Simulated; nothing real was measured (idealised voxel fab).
process module | voxel self aligned vias
It is cross-section cut that appears here, measuring 285 nm in width, its square cells being 5 nm in size.
In what follows, cross-sections appear as grids of square cells, described through bands that run from the top down, where every band is one or more rows of cells.
For a band, the entry starts with two heights in nm, that of the top and then that of the bottom, and carries on with the band's materials in order from left to right, each alongside its width in nm; the word "everywhere" beside a single material means it fills the band edge to edge, and "empty" means empty space.
Heights are reckoned from 0. Under this level, the received wafer is all of one material. The bottommost band is open-ended downward, for example "from 0 down".
Width "30 to 40": first value at the band's top row of cells, second value at its bottom row, equal change from row to row.
The designation "no change occurred", where it is given for a processing step, indicates that no cell of the cross-section was altered in the course of that step.
Entry "Unvented internal voids". Content: empty spaces with no open connection to the top, size 8 cells or greater. Each: width x height at distance. Distance: from left edge. Unit: nm.
Post-settings text on a step line: simulator's own remark regarding the step.
You can add "overlay nm" to a step's line. For a step with a mask, it describes how far the mask lay to the right of its planned position, and a negative number describes a lay to the left.
If you're wondering how to read the rest of this, here's the deal. It's pairs of cross-sections: one from before a process step, one from after it. The after one is only drawn as far down as the lowest band that changed. Right under each pair you'll see which step sits between them and what its settings were. Don't read the pairs as one continuous story, though. They can come from different runs of this module on the same starting wafer, and a pair only carries on from the one above it where its entry headed "Pre-process" says so.
## Pre-process
> from 0 down | Si everywhere
> Unvented internal voids: none
## As Processed
> from 10 to 0 | SiO2 everywhere
> Lower than 0, everything is as it was.
> Unvented internal voids: none
The transition between the preceding cross-sections is accomplished by CONFORMAL_DEP [material SiO2] [thk nm 10]
Pre-process: just use the after drawing of the pair above as your starting point.
## As Processed
> from 15 to 10 | SiCN everywhere
> Lower than 10, everything is as it was.
> Unvented internal voids: none
The transition between the preceding cross-sections is accomplished by CONFORMAL_DEP [material SiCN] [thk nm 5]
Pre-process: just use the after drawing of the pair above as your starting point.
## As Processed
> from 40 to 15 | lowk everywhere
> Lower than 15, everything is as it was.
> Unvented internal voids: none
The transition between the preceding cross-sections is accomplished by DIRECTIONAL_DEP [material lowk] [thk nm 25]
Pre-process: just use the after drawing of the pair above as your starting point.
## As Processed
> from 40 to 15 | 85 lowk | 20 empty | 25 lowk | 20 empty | 25 lowk | 20 empty | 90 lowk
> Lower than 15, everything is as it was.
> Unvented internal voids: none
The transition between the preceding cross-sections is accomplished by MASKED_ETCH [tone open] [mask id LINES] [width nm 20] [pitch nm 45] [etch materials lowk] [depth nm 25] [overlay nm 0]
Pre-process: just use the after drawing of the pair above as your starting point.
## As Processed
> from 45 to 40 | 90 TiN | 10 empty | 35 TiN | 10 empty | 35 TiN | 10 empty | 95 TiN
> from 40 to 20 | 85 lowk | 5 TiN | 10 empty | 5 TiN | 25 lowk | 5 TiN | 10 empty | 5 TiN | 25 lowk | 5 TiN | 10 empty | 5 TiN | 90 lowk
> from 20 to 15 | 85 lowk | 20 TiN | 25 lowk | 20 TiN | 25 lowk | 20 TiN | 90 lowk
> Lower than 15, everything is as it was.
> Unvented internal voids: none
The transition between the preceding cross-sections is accomplished by CONFORMAL_DEP [material TiN] [thk nm 5]
Pre-process: just use the after drawing of the pair above as your starting point.
## As Processed
> from 55 to 45 | W everywhere
> from 45 to 40 | 90 TiN | 10 W | 35 TiN | 10 W | 35 TiN | 10 W | 95 TiN
> from 40 to 20 | 85 lowk | 5 TiN | 10 W | 5 TiN | 25 lowk | 5 TiN | 10 W | 5 TiN | 25 lowk | 5 TiN | 10 W | 5 TiN | 90 lowk
> Lower than 20, everything is as it was.
> Unvented internal voids: none
The transition between the preceding cross-sections is accomplished by FILL_DEP [material W] [thk nm 10]
Pre-process: just use the after drawing of the pair above as your starting point.
## As Processed
> from 40 to 20 | 85 lowk | 5 TiN | 10 W | 5 TiN | 25 lowk | 5 TiN | 10 W | 5 TiN | 25 lowk | 5 TiN | 10 W | 5 TiN | 90 lowk
> Lower than 20, everything is as it was.
> Unvented internal voids: none
The transition between the preceding cross-sections is accomplished by CMP [height nm 40]
Pre-process: just use the after drawing of the pair above as your starting point.
## As Processed
> from 40 to 35 | 85 lowk | 20 empty | 25 lowk | 20 empty | 25 lowk | 20 empty | 90 lowk
> Lower than 35, everything is as it was.
> Unvented internal voids: none
The transition between the preceding cross-sections is accomplished by SELECTIVE_ETCH [etch materials W Ru TiN] [depth nm 5]
Pre-process: just use the after drawing of the pair above as your starting point.
## As Processed
> from 45 to 40 | SiN everywhere
> from 40 to 35 | 85 lowk | 20 SiN | 25 lowk | 20 SiN | 25 lowk | 20 SiN | 90 lowk
> Lower than 35, everything is as it was.
> Unvented internal voids: none
The transition between the preceding cross-sections is accomplished by FILL_DEP [material SiN] [thk nm 5]
Pre-process: just use the after drawing of the pair above as your starting point.
## As Processed
> from 40 to 35 | 85 lowk | 20 SiN | 25 lowk | 20 SiN | 25 lowk | 20 SiN | 90 lowk
> Lower than 35, everything is as it was.
> Unvented internal voids: none
The transition between the preceding cross-sections is accomplished by CMP [height nm 40]
Pre-process: just use the after drawing of the pair above as your starting point.
## As Processed
> from 60 to 40 | lowk everywhere
> Lower than 40, everything is as it was.
> Unvented internal voids: none
The transition between the preceding cross-sections is accomplished by DIRECTIONAL_DEP [material lowk] [thk nm 20]
Pre-process: just use the after drawing of the pair above as your starting point.
## As Processed
> from 70 to 60 | aC everywhere
> Lower than 60, everything is as it was.
> Unvented internal voids: none
The transition between the preceding cross-sections is accomplished by DIRECTIONAL_DEP [material aC] [thk nm 10]
Pre-process: just use the after drawing of the pair above as your starting point.
## As Processed
> from 100 to 70 | 80 resist | 30 empty | 60 resist | 30 empty | 85 resist
> Lower than 70, everything is as it was.
> Unvented internal voids: none
The transition between the preceding cross-sections is accomplished by PATTERN [tone open] [mask id VIAS] [material resist] [width nm 30] [pitch nm 90] [thk nm 30] [overlay nm 0]
Pre-process: just use the after drawing of the pair above as your starting point.
## As Processed
> from 90 to 70 | 80 resist | 30 empty | 60 resist | 30 empty | 85 resist
> from 70 to 60 | 80 aC | 30 empty | 60 aC | 30 empty | 85 aC
> Lower than 60, everything is as it was.
> Unvented internal voids: none
The transition between the preceding cross-sections is accomplished by DIRECTIONAL_ETCH [etch materials aC] [depth nm 10]
Pre-process: just use the after drawing of the pair above as your starting point.
## As Processed
> from 70 to 60 | 80 aC | 30 empty | 60 aC | 30 empty | 85 aC
> Lower than 60, everything is as it was.
> Unvented internal voids: none
The transition between the preceding cross-sections is accomplished by STRIP [etch materials resist]
Pre-process: just use the after drawing of the pair above as your starting point.
## As Processed
> from 70 to 60 | 80 aC | 30 empty | 60 aC | 30 empty | 85 aC
> from 60 to 40 | 80 lowk | 30 empty | 60 lowk | 30 empty | 85 lowk
> Lower than 40, everything is as it was.
> Unvented internal voids: none
The transition between the preceding cross-sections is accomplished by DIRECTIONAL_ETCH [etch materials lowk] [depth nm 20]
Pre-process: just use the after drawing of the pair above as your starting point.
## As Processed
> from 70 to 60 | 80 aC | 30 empty | 60 aC | 30 empty | 85 aC
> from 60 to 40 | 80 lowk | 30 empty | 60 lowk | 30 empty | 85 lowk
> from 40 to 35 | 85 lowk | 20 empty | 25 lowk | 20 SiN | 25 lowk | 20 empty | 90 lowk
> Lower than 35, everything is as it was.
> Unvented internal voids: none
The transition between the preceding cross-sections is accomplished by DIRECTIONAL_ETCH [etch materials SiN] [depth nm 5]
Pre-process: just use the after drawing of the pair above as your starting point.
## As Processed
> from 60 to 40 | 80 lowk | 30 empty | 60 lowk | 30 empty | 85 lowk
> Lower than 40, everything is as it was.
> Unvented internal voids: none
The transition between the preceding cross-sections is accomplished by STRIP [etch materials aC]
Pre-process: just use the after drawing of the pair above as your starting point.
## As Processed
> from 65 to 60 | 85 TiN | 20 empty | 70 TiN | 20 empty | 90 TiN
> from 60 to 45 | 80 lowk | 5 TiN | 20 empty | 5 TiN | 60 lowk | 5 TiN | 20 empty | 5 TiN | 85 lowk
> from 45 to 40 | 80 lowk | 10 TiN | 10 empty | 10 TiN | 60 lowk | 10 TiN | 10 empty | 10 TiN | 85 lowk
> from 40 to 35 | 85 lowk | 20 TiN | 25 lowk | 20 SiN | 25 lowk | 20 TiN | 90 lowk
> Lower than 35, everything is as it was.
> Unvented internal voids: none
The transition between the preceding cross-sections is accomplished by CONFORMAL_DEP [material TiN] [thk nm 5]
Pre-process: just use the after drawing of the pair above as your starting point.
## As Processed
> from 70 to 65 | Ru everywhere
> from 65 to 60 | 85 TiN | 20 Ru | 70 TiN | 20 Ru | 90 TiN
> from 60 to 45 | 80 lowk | 5 TiN | 20 Ru | 5 TiN | 60 lowk | 5 TiN | 20 Ru | 5 TiN | 85 lowk
> from 45 to 40 | 80 lowk | 10 TiN | 10 Ru | 10 TiN | 60 lowk | 10 TiN | 10 Ru | 10 TiN | 85 lowk
> Lower than 40, everything is as it was.
> Unvented internal voids: none
The transition between the preceding cross-sections is accomplished by FILL_DEP [material Ru] [thk nm 5]
Pre-process: just use the after drawing of the pair above as your starting point.
## As Processed
> from 60 to 45 | 80 lowk | 5 TiN | 20 Ru | 5 TiN | 60 lowk | 5 TiN | 20 Ru | 5 TiN | 85 lowk
> Lower than 45, everything is as it was.
> Unvented internal voids: none
The transition between the preceding cross-sections is accomplished by CMP [height nm 60]
Pre-process: just use the after drawing of the pair above as your starting point.
## As Processed
> from 65 to 60 | SiCN everywhere
> Lower than 60, everything is as it was.
> Unvented internal voids: none
The transition between the preceding cross-sections is accomplished by CONFORMAL_DEP [material SiCN] [thk nm 5]
## Pre-process
> from 0 down | Si everywhere
> Unvented internal voids: none
## As Processed
> from 5 to 0 | SiCN everywhere
> Lower than 0, everything is as it was.
> Unvented internal voids: none
The transition between the preceding cross-sections is accomplished by CONFORMAL_DEP [material SiCN] [thk nm 5]
Pre-process: just use the after drawing of the pair above as your starting point.
## As Processed
> from 30 to 5 | lowk everywhere
> Lower than 5, everything is as it was.
> Unvented internal voids: none
The transition between the preceding cross-sections is accomplished by DIRECTIONAL_DEP [material lowk] [thk nm 25]
Pre-process: just use the after drawing of the pair above as your starting point.
## As Processed
> from 30 to 5 | 85 lowk | 20 empty | 25 lowk | 20 empty | 25 lowk | 20 empty | 90 lowk
> Lower than 5, everything is as it was.
> Unvented internal voids: none
The transition between the preceding cross-sections is accomplished by MASKED_ETCH [tone open] [mask id LINES] [width nm 20] [pitch nm 45] [etch materials lowk] [depth nm 25] [overlay nm 0]
Pre-process: just use the after drawing of the pair above as your starting point.
## As Processed
> from 35 to 30 | 90 TiN | 10 empty | 35 TiN | 10 empty | 35 TiN | 10 empty | 95 TiN
> from 30 to 10 | 85 lowk | 5 TiN | 10 empty | 5 TiN | 25 lowk | 5 TiN | 10 empty | 5 TiN | 25 lowk | 5 TiN | 10 empty | 5 TiN | 90 lowk
> from 10 to 5 | 85 lowk | 20 TiN | 25 lowk | 20 TiN | 25 lowk | 20 TiN | 90 lowk
> Lower than 5, everything is as it was.
> Unvented internal voids: none
The transition between the preceding cross-sections is accomplished by CONFORMAL_DEP [material TiN] [thk nm 5]
Pre-process: just use the after drawing of the pair above as your starting point.
## As Processed
> from 45 to 35 | W everywhere
> from 35 to 30 | 90 TiN | 10 W | 35 TiN | 10 W | 35 TiN | 10 W | 95 TiN
> from 30 to 10 | 85 lowk | 5 TiN | 10 W | 5 TiN | 25 lowk | 5 TiN | 10 W | 5 TiN | 25 lowk | 5 TiN | 10 W | 5 TiN | 90 lowk
> Lower than 10, everything is as it was.
> Unvented internal voids: none
The transition between the preceding cross-sections is accomplished by FILL_DEP [material W] [thk nm 10]
Pre-process: just use the after drawing of the pair above as your starting point.
## As Processed
> from 40 to 35 | W everywhere
> Lower than 35, everything is as it was.
> Unvented internal voids: none
The transition between the preceding cross-sections is accomplished by CMP [height nm 40]
Pre-process: just use the after drawing of the pair above as your starting point.
## As Processed
> from 35 to 30 | 90 TiN | 10 W | 35 TiN | 10 W | 35 TiN | 10 W | 95 TiN
> Lower than 30, everything is as it was.
> Unvented internal voids: none
The transition between the preceding cross-sections is accomplished by SELECTIVE_ETCH [etch materials W Ru TiN] [depth nm 5]
Pre-process: just use the after drawing of the pair above as your starting point.
## As Processed
> from 40 to 35 | SiN everywhere
> Lower than 35, everything is as it was.
> Unvented internal voids: none
The transition between the preceding cross-sections is accomplished by FILL_DEP [material SiN] [thk nm 5]
Pre-process: just use the after drawing of the pair above as your starting point.
## As Processed
> from 60 to 40 | lowk everywhere
> Lower than 40, everything is as it was.
> Unvented internal voids: none
The transition between the preceding cross-sections is accomplished by DIRECTIONAL_DEP [material lowk] [thk nm 20]
Pre-process: just use the after drawing of the pair above as your starting point.
## As Processed
> from 70 to 60 | aC everywhere
> Lower than 60, everything is as it was.
> Unvented internal voids: none
The transition between the preceding cross-sections is accomplished by DIRECTIONAL_DEP [material aC] [thk nm 10]
Pre-process: just use the after drawing of the pair above as your starting point.
## As Processed
> from 100 to 70 | 80 resist | 30 empty | 60 resist | 30 empty | 85 resist
> Lower than 70, everything is as it was.
> Unvented internal voids: none
The transition between the preceding cross-sections is accomplished by PATTERN [tone open] [mask id VIAS] [material resist] [width nm 30] [pitch nm 90] [thk nm 30] [overlay nm 0]
Pre-process: just use the after drawing of the pair above as your starting point.
## As Processed
> from 90 to 70 | 80 resist | 30 empty | 60 resist | 30 empty | 85 resist
> from 70 to 60 | 80 aC | 30 empty | 60 aC | 30 empty | 85 aC
> Lower than 60, everything is as it was.
> Unvented internal voids: none
The transition between the preceding cross-sections is accomplished by DIRECTIONAL_ETCH [etch materials aC] [depth nm 10]
Pre-process: just use the after drawing of the pair above as your starting point.
## As Processed
> from 70 to 60 | 80 aC | 30 empty | 60 aC | 30 empty | 85 aC
> Lower than 60, everything is as it was.
> Unvented internal voids: none
The transition between the preceding cross-sections is accomplished by STRIP [etch materials resist]
Pre-process: just use the after drawing of the pair above as your starting point.
## As Processed
> from 70 to 60 | 80 aC | 30 empty | 60 aC | 30 empty | 85 aC
> from 60 to 40 | 80 lowk | 30 empty | 60 lowk | 30 empty | 85 lowk
> Lower than 40, everything is as it was.
> Unvented internal voids: none
The transition between the preceding cross-sections is accomplished by DIRECTIONAL_ETCH [etch materials lowk] [depth nm 20]
Pre-process: just use the after drawing of the pair above as your starting point.
## As Processed
> from 70 to 60 | 80 aC | 30 empty | 60 aC | 30 empty | 85 aC
> from 60 to 40 | 80 lowk | 30 empty | 60 lowk | 30 empty | 85 lowk
> from 40 to 35 | 80 SiN | 30 empty | 60 SiN | 30 empty | 85 SiN
> Lower than 35, everything is as it was.
> Unvented internal voids: none
The transition between the preceding cross-sections is accomplished by DIRECTIONAL_ETCH [etch materials SiN] [depth nm 5]
Pre-process: just use the after drawing of the pair above as your starting point.
## As Processed
> from 60 to 40 | 80 lowk | 30 empty | 60 lowk | 30 empty | 85 lowk
> Lower than 40, everything is as it was.
> Unvented internal voids: none
The transition between the preceding cross-sections is accomplished by STRIP [etch materials aC]
Pre-process: just use the after drawing of the pair above as your starting point.
## As Processed
> from 65 to 60 | 85 TiN | 20 empty | 70 TiN | 20 empty | 90 TiN
> from 60 to 40 | 80 lowk | 5 TiN | 20 empty | 5 TiN | 60 lowk | 5 TiN | 20 empty | 5 TiN | 85 lowk
> from 40 to 35 | 80 SiN | 30 TiN | 60 SiN | 30 TiN | 85 SiN
> Lower than 35, everything is as it was.
> Unvented internal voids: none
The transition between the preceding cross-sections is accomplished by CONFORMAL_DEP [material TiN] [thk nm 5]
Pre-process: just use the after drawing of the pair above as your starting point.
## As Processed
> from 70 to 65 | Ru everywhere
> from 65 to 60 | 85 TiN | 20 Ru | 70 TiN | 20 Ru | 90 TiN
> from 60 to 40 | 80 lowk | 5 TiN | 20 Ru | 5 TiN | 60 lowk | 5 TiN | 20 Ru | 5 TiN | 85 lowk
> Lower than 40, everything is as it was.
> Unvented internal voids: none
The transition between the preceding cross-sections is accomplished by FILL_DEP [material Ru] [thk nm 5]
Pre-process: just use the after drawing of the pair above as your starting point.
## As Processed
> from 60 to 40 | 80 lowk | 5 TiN | 20 Ru | 5 TiN | 60 lowk | 5 TiN | 20 Ru | 5 TiN | 85 lowk
> Lower than 40, everything is as it was.
> Unvented internal voids: none
The transition between the preceding cross-sections is accomplished by CMP [height nm 60]
Pre-process: just use the after drawing of the pair above as your starting point.
## As Processed
> from 65 to 60 | SiCN everywhere
> Lower than 60, everything is as it was.
> Unvented internal voids: none
The transition between the preceding cross-sections is accomplished by CONFORMAL_DEP [material SiCN] [thk nm 5]
## Pre-process
> from 70 to 60 | 80 aC | 30 empty | 60 aC | 30 empty | 85 aC
> from 60 to 40 | 80 lowk | 30 empty | 60 lowk | 30 empty | 85 lowk
> from 40 to 35 | 85 lowk | 20 SiN | 25 lowk | 20 SiN | 25 lowk | 20 SiN | 90 lowk
> from 35 to 20 | 85 lowk | 5 TiN | 10 W | 5 TiN | 25 lowk | 5 TiN | 10 W | 5 TiN | 25 lowk | 5 TiN | 10 W | 5 TiN | 90 lowk
> from 20 to 15 | 85 lowk | 20 TiN | 25 lowk | 20 TiN | 25 lowk | 20 TiN | 90 lowk
> from 15 to 10 | SiCN everywhere
> from 10 to 0 | SiO2 everywhere
> from 0 down | Si everywhere
> Unvented internal voids: none
## As Processed
> from 70 to 60 | 80 aC | 30 empty | 60 aC | 30 empty | 85 aC
> from 60 to 40 | 80 lowk | 30 empty | 60 lowk | 30 empty | 85 lowk
> from 40 to 35 | 80 lowk | 5 empty | 20 SiN | 5 empty | 20 lowk | 20 SiN | 20 lowk | 5 empty | 20 SiN | 5 empty | 85 lowk
> from 35 to 20 | 80 lowk | 5 empty | 5 TiN | 10 W | 5 TiN | 5 empty | 20 lowk | 5 TiN | 10 W | 5 TiN | 20 lowk | 5 empty | 5 TiN | 10 W | 5 TiN | 5 empty | 85 lowk
> Lower than 20, everything is as it was.
> Unvented internal voids: none
The transition between the preceding cross-sections is accomplished by DIRECTIONAL_ETCH [etch materials lowk] [depth nm 20]
Pre-process: just use the after drawing of the pair above as your starting point.
## As Processed
> from 70 to 60 | 80 aC | 30 empty | 60 aC | 30 empty | 85 aC
> from 60 to 40 | 80 lowk | 30 empty | 60 lowk | 30 empty | 85 lowk
> from 40 to 35 | 80 lowk | 30 empty | 20 lowk | 20 SiN | 20 lowk | 30 empty | 85 lowk
> Lower than 35, everything is as it was.
> Unvented internal voids: none
The transition between the preceding cross-sections is accomplished by DIRECTIONAL_ETCH [etch materials SiN] [depth nm 5]
Pre-process: just use the after drawing of the pair above as your starting point.
## As Processed
> from 60 to 40 | 80 lowk | 30 empty | 60 lowk | 30 empty | 85 lowk
> Lower than 40, everything is as it was.
> Unvented internal voids: none
The transition between the preceding cross-sections is accomplished by STRIP [etch materials aC]
Pre-process: just use the after drawing of the pair above as your starting point.
## As Processed
> from 65 to 60 | 85 TiN | 20 empty | 70 TiN | 20 empty | 90 TiN
> from 60 to 40 | 80 lowk | 5 TiN | 20 empty | 5 TiN | 60 lowk | 5 TiN | 20 empty | 5 TiN | 85 lowk
> from 40 to 35 | 80 lowk | 30 TiN | 20 lowk | 20 SiN | 20 lowk | 30 TiN | 85 lowk
> from 35 to 20 | 80 lowk | 10 TiN | 10 W | 10 TiN | 20 lowk | 5 TiN | 10 W | 5 TiN | 20 lowk | 10 TiN | 10 W | 10 TiN | 85 lowk
> Lower than 20, everything is as it was.
> Unvented internal voids: none
The transition between the preceding cross-sections is accomplished by CONFORMAL_DEP [material TiN] [thk nm 5]
Pre-process: just use the after drawing of the pair above as your starting point.
## As Processed
> from 70 to 65 | Ru everywhere
> from 65 to 60 | 85 TiN | 20 Ru | 70 TiN | 20 Ru | 90 TiN
> from 60 to 40 | 80 lowk | 5 TiN | 20 Ru | 5 TiN | 60 lowk | 5 TiN | 20 Ru | 5 TiN | 85 lowk
> Lower than 40, everything is as it was.
> Unvented internal voids: none
The transition between the preceding cross-sections is accomplished by FILL_DEP [material Ru] [thk nm 5]
Pre-process: just use the after drawing of the pair above as your starting point.
## As Processed
> from 60 to 40 | 80 lowk | 5 TiN | 20 Ru | 5 TiN | 60 lowk | 5 TiN | 20 Ru | 5 TiN | 85 lowk
> Lower than 40, everything is as it was.
> Unvented internal voids: none
The transition between the preceding cross-sections is accomplished by CMP [height nm 60]
Pre-process: just use the after drawing of the pair above as your starting point.
## As Processed
> from 65 to 60 | SiCN everywhere
> Lower than 60, everything is as it was.
> Unvented internal voids: none
The transition between the preceding cross-sections is accomplished by CONFORMAL_DEP [material SiCN] [thk nm 5]
## Pre-process
> from 10 to 0 | SiO2 everywhere
> from 0 down | Si everywhere
> Unvented internal voids: none
## As Processed
> from 35 to 10 | lowk everywhere
> Lower than 10, everything is as it was.
> Unvented internal voids: none
The transition between the preceding cross-sections is accomplished by DIRECTIONAL_DEP [material lowk] [thk nm 25]
Pre-process: just use the after drawing of the pair above as your starting point.
## As Processed
> from 40 to 35 | SiCN everywhere
> Lower than 35, everything is as it was.
> Unvented internal voids: none
The transition between the preceding cross-sections is accomplished by CONFORMAL_DEP [material SiCN] [thk nm 5]
Pre-process: just use the after drawing of the pair above as your starting point.
## As Processed
> from 45 to 40 | TiN everywhere
> Lower than 40, everything is as it was.
> Unvented internal voids: none
The transition between the preceding cross-sections is accomplished by CONFORMAL_DEP [material TiN] [thk nm 5]
Pre-process: just use the after drawing of the pair above as your starting point.
## As Processed
> from 55 to 45 | W everywhere
> Lower than 45, everything is as it was.
> Unvented internal voids: none
The transition between the preceding cross-sections is accomplished by FILL_DEP [material W] [thk nm 10]
Pre-process: just use the after drawing of the pair above as your starting point.
## As Processed
> from 40 to 35 | SiCN everywhere
> Lower than 35, everything is as it was.
> Unvented internal voids: none
The transition between the preceding cross-sections is accomplished by CMP [height nm 40]
Pre-process: just use the after drawing of the pair above as your starting point.
## As Processed
> from 45 to 40 | SiN everywhere
> Lower than 40, everything is as it was.
> Unvented internal voids: none
The transition between the preceding cross-sections is accomplished by FILL_DEP [material SiN] [thk nm 5]
Pre-process: just use the after drawing of the pair above as your starting point.
## As Processed
> from 40 to 35 | SiCN everywhere
> Lower than 35, everything is as it was.
> Unvented internal voids: none
The transition between the preceding cross-sections is accomplished by CMP [height nm 40]
Pre-process: just use the after drawing of the pair above as your starting point.
## As Processed
> from 60 to 40 | lowk everywhere
> Lower than 40, everything is as it was.
> Unvented internal voids: none
The transition between the preceding cross-sections is accomplished by DIRECTIONAL_DEP [material lowk] [thk nm 20]
Pre-process: just use the after drawing of the pair above as your starting point.
## As Processed
> from 70 to 60 | aC everywhere
> Lower than 60, everything is as it was.
> Unvented internal voids: none
The transition between the preceding cross-sections is accomplished by DIRECTIONAL_DEP [material aC] [thk nm 10]
Pre-process: just use the after drawing of the pair above as your starting point.
## As Processed
> from 100 to 70 | 80 resist | 30 empty | 60 resist | 30 empty | 85 resist
> Lower than 70, everything is as it was.
> Unvented internal voids: none
The transition between the preceding cross-sections is accomplished by PATTERN [tone open] [mask id VIAS] [material resist] [width nm 30] [pitch nm 90] [thk nm 30] [overlay nm 0]
Pre-process: just use the after drawing of the pair above as your starting point.
## As Processed
> from 90 to 70 | 80 resist | 30 empty | 60 resist | 30 empty | 85 resist
> from 70 to 60 | 80 aC | 30 empty | 60 aC | 30 empty | 85 aC
> Lower than 60, everything is as it was.
> Unvented internal voids: none
The transition between the preceding cross-sections is accomplished by DIRECTIONAL_ETCH [etch materials aC] [depth nm 10]
Pre-process: just use the after drawing of the pair above as your starting point.
## As Processed
> from 70 to 60 | 80 aC | 30 empty | 60 aC | 30 empty | 85 aC
> Lower than 60, everything is as it was.
> Unvented internal voids: none
The transition between the preceding cross-sections is accomplished by STRIP [etch materials resist]
Pre-process: just use the after drawing of the pair above as your starting point.
## As Processed
> from 70 to 60 | 80 aC | 30 empty | 60 aC | 30 empty | 85 aC
> from 60 to 40 | 80 lowk | 30 empty | 60 lowk | 30 empty | 85 lowk
> Lower than 40, everything is as it was.
> Unvented internal voids: none
The transition between the preceding cross-sections is accomplished by DIRECTIONAL_ETCH [etch materials lowk] [depth nm 20]
Pre-process: just use the after drawing of the pair above as your starting point.
## As Processed
> from 60 to 40 | 80 lowk | 30 empty | 60 lowk | 30 empty | 85 lowk
> Lower than 40, everything is as it was.
> Unvented internal voids: none
The transition between the preceding cross-sections is accomplished by STRIP [etch materials aC]
Pre-process: just use the after drawing of the pair above as your starting point.
## As Processed
> from 65 to 60 | 85 TiN | 20 empty | 70 TiN | 20 empty | 90 TiN
> from 60 to 45 | 80 lowk | 5 TiN | 20 empty | 5 TiN | 60 lowk | 5 TiN | 20 empty | 5 TiN | 85 lowk
> from 45 to 40 | 80 lowk | 30 TiN | 60 lowk | 30 TiN | 85 lowk
> Lower than 40, everything is as it was.
> Unvented internal voids: none
The transition between the preceding cross-sections is accomplished by CONFORMAL_DEP [material TiN] [thk nm 5]
Pre-process: just use the after drawing of the pair above as your starting point.
## As Processed
> from 70 to 65 | Ru everywhere
> from 65 to 60 | 85 TiN | 20 Ru | 70 TiN | 20 Ru | 90 TiN
> from 60 to 45 | 80 lowk | 5 TiN | 20 Ru | 5 TiN | 60 lowk | 5 TiN | 20 Ru | 5 TiN | 85 lowk
> Lower than 45, everything is as it was.
> Unvented internal voids: none
The transition between the preceding cross-sections is accomplished by FILL_DEP [material Ru] [thk nm 5]
Pre-process: just use the after drawing of the pair above as your starting point.
## As Processed
> from 60 to 45 | 80 lowk | 5 TiN | 20 Ru | 5 TiN | 60 lowk | 5 TiN | 20 Ru | 5 TiN | 85 lowk
> Lower than 45, everything is as it was.
> Unvented internal voids: none
The transition between the preceding cross-sections is accomplished by CMP [height nm 60]
Pre-process: just use the after drawing of the pair above as your starting point.
## As Processed
> from 65 to 60 | SiCN everywhere
> Lower than 60, everything is as it was.
> Unvented internal voids: none
The transition between the preceding cross-sections is accomplished by CONFORMAL_DEP [material SiCN] [thk nm 5]
## Pre-process
> from 70 to 65 | Ru everywhere
> from 65 to 60 | 85 TiN | 20 Ru | 70 TiN | 20 Ru | 90 TiN
> from 60 to 45 | 80 lowk | 5 TiN | 20 Ru | 5 TiN | 60 lowk | 5 TiN | 20 Ru | 5 TiN | 85 lowk
> from 45 to 40 | 80 lowk | 10 TiN | 10 Ru | 10 TiN | 60 lowk | 10 TiN | 10 Ru | 10 TiN | 85 lowk
> from 40 to 35 | 85 lowk | 20 TiN | 25 lowk | 20 SiN | 25 lowk | 20 TiN | 90 lowk
> from 35 to 20 | 85 lowk | 5 TiN | 10 W | 5 TiN | 25 lowk | 5 TiN | 10 W | 5 TiN | 25 lowk | 5 TiN | 10 W | 5 TiN | 90 lowk
> from 20 to 15 | 85 lowk | 20 TiN | 25 lowk | 20 TiN | 25 lowk | 20 TiN | 90 lowk
> from 15 to 10 | SiCN everywhere
> from 10 to 0 | SiO2 everywhere
> from 0 down | Si everywhere
> Unvented internal voids: none
## As Processed
> from 50 to 40 | 80 lowk | 5 to 10 TiN | 20 to 10 Ru | 5 to 10 TiN | 60 lowk | 5 to 10 TiN | 20 to 10 Ru | 5 to 10 TiN | 85 lowk
> Lower than 40, everything is as it was.
> Unvented internal voids: none
The transition between the preceding cross-sections is accomplished by CMP [height nm 50]
Pre-process: just use the after drawing of the pair above as your starting point.
## As Processed
> from 55 to 50 | SiCN everywhere
> Lower than 50, everything is as it was.
> Unvented internal voids: none
The transition between the preceding cross-sections is accomplished by CONFORMAL_DEP [material SiCN] [thk nm 5]
## Pre-process
> from 70 to 60 | aC everywhere
> from 60 to 40 | lowk everywhere
> from 40 to 35 | 85 lowk | 20 SiN | 25 lowk | 20 SiN | 25 lowk | 20 SiN | 90 lowk
> from 35 to 20 | 85 lowk | 5 TiN | 10 W | 5 TiN | 25 lowk | 5 TiN | 10 W | 5 TiN | 25 lowk | 5 TiN | 10 W | 5 TiN | 90 lowk
> from 20 to 15 | 85 lowk | 20 TiN | 25 lowk | 20 TiN | 25 lowk | 20 TiN | 90 lowk
> from 15 to 10 | SiCN everywhere
> from 10 to 0 | SiO2 everywhere
> from 0 down | Si everywhere
> Unvented internal voids: none
## As Processed
> from 100 to 70 | 80 resist | 35 empty | 55 resist | 35 empty | 80 resist
> Lower than 70, everything is as it was.
> Unvented internal voids: none
The transition between the preceding cross-sections is accomplished by PATTERN [tone open] [mask id VIAS] [material resist] [width nm 35] [pitch nm 90] [thk nm 30] [overlay nm 0]
Pre-process: just use the after drawing of the pair above as your starting point.
## As Processed
> from 90 to 70 | 80 resist | 35 empty | 55 resist | 35 empty | 80 resist
> from 70 to 60 | 80 aC | 35 empty | 55 aC | 35 empty | 80 aC
> Lower than 60, everything is as it was.
> Unvented internal voids: none
The transition between the preceding cross-sections is accomplished by DIRECTIONAL_ETCH [etch materials aC] [depth nm 10]
Pre-process: just use the after drawing of the pair above as your starting point.
## As Processed
> from 70 to 60 | 80 aC | 35 empty | 55 aC | 35 empty | 80 aC
> Lower than 60, everything is as it was.
> Unvented internal voids: none
The transition between the preceding cross-sections is accomplished by STRIP [etch materials resist]
Pre-process: just use the after drawing of the pair above as your starting point.
## As Processed
> from 70 to 60 | 80 aC | 35 empty | 55 aC | 35 empty | 80 aC
> from 60 to 40 | 80 lowk | 35 empty | 55 lowk | 35 empty | 80 lowk
> Lower than 40, everything is as it was.
> Unvented internal voids: none
The transition between the preceding cross-sections is accomplished by DIRECTIONAL_ETCH [etch materials lowk] [depth nm 20]
Pre-process: just use the after drawing of the pair above as your starting point.
## As Processed
> from 70 to 60 | 80 aC | 35 empty | 55 aC | 35 empty | 80 aC
> from 60 to 40 | 80 lowk | 35 empty | 55 lowk | 35 empty | 80 lowk
> from 40 to 35 | 85 lowk | 20 empty | 25 lowk | 20 SiN | 25 lowk | 20 empty | 90 lowk
> Lower than 35, everything is as it was.
> Unvented internal voids: none
The transition between the preceding cross-sections is accomplished by DIRECTIONAL_ETCH [etch materials SiN] [depth nm 5]
Pre-process: just use the after drawing of the pair above as your starting point.
## As Processed
> from 60 to 40 | 80 lowk | 35 empty | 55 lowk | 35 empty | 80 lowk
> Lower than 40, everything is as it was.
> Unvented internal voids: none
The transition between the preceding cross-sections is accomplished by STRIP [etch materials aC]
